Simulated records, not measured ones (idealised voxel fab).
process module | voxel self aligned vias
cross-section cut | 290 nm wide | cells 5 nm
A cross-section is a grid of square cells, given in bands from the top down. A band is one or more rows of cells.
Each band's line starts with the height of the band's top and of its bottom, in nm. Then come its materials from left to right, each with its width in nm. One material with "throughout" fills the band from edge to edge. "air" is empty space.
Height 0 is the level under which the wafer as received is all one material. The lowest band goes on downwards, as in "0 down".
A width such as "30 to 40" changes by the same amount from each row of cells to the next, from the band's top row to its bottom row.
"no change" after a step means that no cell of the cross-section changed.
closed voids: empty space of 8 cells or more with no open way to the top, each as width x height at its distance from the left edge, in nm
after a step's settings: what the simulator itself notes on the step
overlay nm, on a step with a mask: how far to the right of its planned place the mask lay; to the left if negative
plan
1 op RECEIVE | material Si
2 op CONFORMAL_DEP | material SiO2 | thk nm 15
3 op CONFORMAL_DEP | material SiCN | thk nm 5
4 op DIRECTIONAL_DEP | material SiO2 | thk nm 20
5 op MASKED_ETCH | tone open | mask id LINES | width nm 25 | pitch nm 70 | etch materials SiO2 | depth nm 20 | overlay nm 0
6 op CONFORMAL_DEP | material TiN | thk nm 5
7 op FILL_DEP | material Ru | thk nm 10
8 op CMP | height nm 40
9 op SELECTIVE_ETCH | etch materials W Ru TiN | depth nm 10
10 op FILL_DEP | material SiN | thk nm 5
11 op CMP | height nm 40
12 op DIRECTIONAL_DEP | material SiO2 | thk nm 20
13 op PATTERN | tone open | mask id VIAS | material resist | width nm 45 | thk nm 20 | overlay nm 0
14 op DIRECTIONAL_ETCH | etch materials SiO2 | depth nm 20
15 op DIRECTIONAL_ETCH | etch materials SiN | depth nm 10
16 op STRIP | etch materials resist
17 op CONFORMAL_DEP | material TiN | thk nm 5
18 op FILL_DEP | material W | thk nm 5
19 op CMP | height nm 60
20 op CONFORMAL_DEP | material SiN | thk nm 5
as received, after step 1
  0 down: Si throughout
  closed voids: none
first wafer at the end, as planned
  65 to 60: SiN throughout
  60 to 45: SiO2 85 | TiN 5 | W 35 | TiN 5 | SiO2 160
  45 to 40: SiO2 85 | TiN 15 | W 15 | TiN 15 | SiO2 160
  40 to 35: SiO2 95 | TiN 5 | W 15 | TiN 5 | SiO2 45 | SiN 25 | SiO2 100
  35 to 30: SiO2 95 | TiN 25 | SiO2 45 | SiN 25 | SiO2 100
  30 to 25: SiO2 95 | TiN 5 | Ru 15 | TiN 5 | SiO2 45 | TiN 5 | Ru 15 | TiN 5 | SiO2 100
  25 to 20: SiO2 95 | TiN 25 | SiO2 45 | TiN 25 | SiO2 100
  20 to 15: SiCN throughout
  15 to 0: SiO2 throughout
  0 down: Si throughout
  closed voids: none
second wafer at the end: like start, like plan, one mistake
  65 to 60: SiN throughout
  60 to 45: SiO2 90 | TiN 5 | W 25 | TiN 5 | SiO2 165
  45 to 40: SiO2 90 | TiN 10 | W 15 | TiN 10 | SiO2 165
  40 to 35: SiO2 95 | TiN 5 | W 15 | TiN 5 | SiO2 45 | SiN 25 | SiO2 100
  35 to 30: SiO2 95 | TiN 25 | SiO2 45 | SiN 25 | SiO2 100
  30 to 25: SiO2 95 | TiN 5 | Ru 15 | TiN 5 | SiO2 45 | TiN 5 | Ru 15 | TiN 5 | SiO2 100
  25 to 20: SiO2 95 | TiN 25 | SiO2 45 | TiN 25 | SiO2 100
  20 to 15: SiCN throughout
  15 to 0: SiO2 throughout
  0 down: Si throughout
  closed voids: none
what went wrong: step 13 ran as: op PATTERN | tone open | mask id VIAS | material resist | width nm 35 | thk nm 20 | overlay nm 0
at the end the second wafer has, in cells: 8 more of SiO2 | 2 fewer of TiN | 6 fewer of W
